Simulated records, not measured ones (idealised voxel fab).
process module | voxel tone inversion
cross-section cut | 160 nm wide | cells 5 nm
A cross-section is a grid of square cells, given in bands from the top down. A band is one or more rows of cells.
Each band's line starts with the height of the band's top and of its bottom, in nm. Then come its materials from left to right, each with its width in nm. One material with "throughout" fills the band from edge to edge. "air" is empty space.
Height 0 is the level under which the wafer as received is all one material. The lowest band goes on downwards, as in "0 down".
A width such as "30 to 40" changes by the same amount from each row of cells to the next, from the band's top row to its bottom row.
"no change" after a step means that no cell of the cross-section changed.
closed voids: empty space of 8 cells or more with no open way to the top, each as width x height at its distance from the left edge, in nm
after a step's settings: what the simulator itself notes on the step
overlay nm, on a step with a mask: how far to the right of its planned place the mask lay; to the left if negative
plan
1 op RECEIVE | material Si
2 op CONFORMAL_DEP | material SiN | thk nm 10
3 op DIRECTIONAL_DEP | material aC | thk nm 15
4 op PATTERN | tone cover | mask id POSTS | material resist | width nm 15 | pitch nm 40 | thk nm 20 | overlay nm 0
5 op DIRECTIONAL_ETCH | etch materials aC | depth nm 15
6 op STRIP | etch materials resist
7 op FILL_DEP | material SiO2 | thk nm 5
8 op CMP | height nm 25
9 op STRIP | etch materials aC
as received, after step 1
  0 down: Si throughout
  closed voids: none
first wafer at the end, as planned
  25 to 10: SiO2 30 | air 15 | SiO2 25 | air 15 | SiO2 25 | air 15 | SiO2 35
  10 to 0: SiN throughout
  0 down: Si throughout
  closed voids: none
second wafer at the end: like start, like plan, one mistake
  25 to 10: SiO2 35 | air 15 | SiO2 25 | air 15 | SiO2 25 | air 15 | SiO2 30
  10 to 0: SiN throughout
  0 down: Si throughout
  closed voids: none
what went wrong: step 4 ran as: op PATTERN | tone cover | mask id POSTS | material resist | width nm 15 | pitch nm 40 | thk nm 20 | overlay nm 5
at the end the second wafer has, in cells: as many of each material as the first, in other places
